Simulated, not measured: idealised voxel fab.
Process module in this document: voxel capacitor over wiring
We display cut, a cross-section 290 nm in width whose square cells are each 5 nm.
Format of a cross-section: grid, square cells. Given as bands. Order: top down. Band: one or more rows of cells. Band entry format. Leading values: height of top, height of bottom, nm. Remainder: materials in left-to-right order, each with its width in nm. Special words: "throughout" on a single material, which then fills the band edge to edge; "air", empty space. The level at which height equals 0 is the one under which the wafer, as it arrives, is entirely one material. No lower edge exists for the bottom band, which continues downward and is notated as in "0 and below". Read "30..40" as a graded width: first number on top, second number at the bottom, same change between each pair of neighbouring rows. When a step is marked "nothing different", none of the cells in the cross-section changed during that step. Enclosed voids (no open way to top), threshold 8 cells or more, entry "Fully sealed voids", notation width x height at distance, distance from left edge, nm. On a step's line, text after the settings is the simulator commenting on that step. overlay nm: on a step with a mask, how far right of its planned place the mask lay; negative means left.

# Below is the list of planned process steps
- 1: RECEIVE [material Si]
- 2: CONFORMAL_DEP [material SiO2] [thk nm 15]
- 3: DIRECTIONAL_DEP [material TiN] [thk nm 5]
- 4: DIRECTIONAL_DEP [material Ru] [thk nm 20]
- 5: DIRECTIONAL_DEP [material aC] [thk nm 15]
- 6: PATTERN [tone cover] [mask id METAL_1] [material resist] [width nm 30] [pitch nm 95] [thk nm 35] [overlay nm 0]
- 7: DIRECTIONAL_ETCH [etch materials aC] [depth nm 15]
- 8: STRIP [etch materials resist]
- 9: DIRECTIONAL_ETCH [etch materials Ru] [depth nm 20]
- 10: DIRECTIONAL_ETCH [etch materials TiN] [depth nm 5]
- 11: STRIP [etch materials aC]
- 12: FILL_DEP [material lowk] [thk nm 5]
- 13: CMP [height nm 40]
- 14: CONFORMAL_DEP [material SiCN] [thk nm 5]
- 15: DIRECTIONAL_DEP [material SiO2] [thk nm 15]
- 16: DIRECTIONAL_DEP [material aC] [thk nm 10]
- 17: PATTERN [tone open] [mask id PLUG_1] [material resist] [width nm 15] [thk nm 25] [overlay nm 0]
- 18: DIRECTIONAL_ETCH [etch materials aC] [depth nm 10]
- 19: STRIP [etch materials resist]
- 20: DIRECTIONAL_ETCH [etch materials SiO2] [depth nm 15]
- 21: DIRECTIONAL_ETCH [etch materials SiCN] [depth nm 5]
- 22: STRIP [etch materials aC]
- 23: CONFORMAL_DEP [material TiN] [thk nm 5]
- 24: FILL_DEP [material Cu] [thk nm 10]
- 25: CMP [height nm 60]
- 26: DIRECTIONAL_DEP [material TiN] [thk nm 10]
- 27: DIRECTIONAL_DEP [material Al2O3] [thk nm 5]
- 28: DIRECTIONAL_DEP [material TiN] [thk nm 10]
- 29: PATTERN [tone cover] [mask id UPPER_PLATE] [material resist] [width nm 70] [thk nm 15] [overlay nm -15]
- 30: DIRECTIONAL_ETCH [etch materials TiN] [depth nm 10]
- 31: DIRECTIONAL_ETCH [etch materials Al2O3] [depth nm 5]
- 32: STRIP [etch materials resist]
- 33: MASKED_ETCH [tone cover] [mask id LOWER_PLATE] [width nm 80] [etch materials TiN] [depth nm 10] [overlay nm 0]
- 34: FILL_DEP [material SiO2] [thk nm 20]
- 35: CMP [height nm 100]
- 36: MASKED_ETCH [tone open] [mask id PLUG_2] [width nm 15] [etch materials SiO2] [depth nm 15] [overlay nm 0]
- 37: CONFORMAL_DEP [material TiN] [thk nm 5]
- 38: FILL_DEP [material W] [thk nm 10]
- 39: CMP [height nm 100]
- 40: CONFORMAL_DEP [material SiN] [thk nm 5]
The value of overlay nm given for step 29 in the plan refers to the first wafer; the wafers vary in this setting and are alike at the start.

# Incoming state of the first of several wafers in cross-section: after step 1
  0 and below  Si throughout
  Fully sealed voids: none

# So in this table every wafer gets its own row, and what you see is where it stands at the end of the module: for each material, how many cells it picked up (+) or gave up (-) since we received it, and after that its closed voids
overlay nm -15, +14 Al2O3, +3 Cu, +48 Ru, +55 SiCN, +58 SiN, +720 SiO2, +88 TiN, +2 W, +230 lowk, Fully sealed voids: none
overlay nm -10, +14 Al2O3, +3 Cu, +48 Ru, +55 SiCN, +58 SiN, +720 SiO2, +88 TiN, +2 W, +230 lowk, Fully sealed voids: none
overlay nm -5, +14 Al2O3, +3 Cu, +48 Ru, +55 SiCN, +58 SiN, +720 SiO2, +88 TiN, +2 W, +230 lowk, Fully sealed voids: none
overlay nm 0, +14 Al2O3, +3 Cu, +48 Ru, +55 SiCN, +58 SiN, +720 SiO2, +88 TiN, +2 W, +230 lowk, Fully sealed voids: none
overlay nm 5, +14 Al2O3, +3 Cu, +48 Ru, +55 SiCN, +58 SiN, +720 SiO2, +88 TiN, +2 W, +230 lowk, Fully sealed voids: none
overlay nm 10, +14 Al2O3, +3 Cu, +48 Ru, +55 SiCN, +58 SiN, +720 SiO2, +88 TiN, +2 W, +230 lowk, Fully sealed voids: none
overlay nm 15, +14 Al2O3, +3 Cu, +48 Ru, +55 SiCN, +58 SiN, +720 SiO2, +88 TiN, +2 W, +230 lowk, Fully sealed voids: none
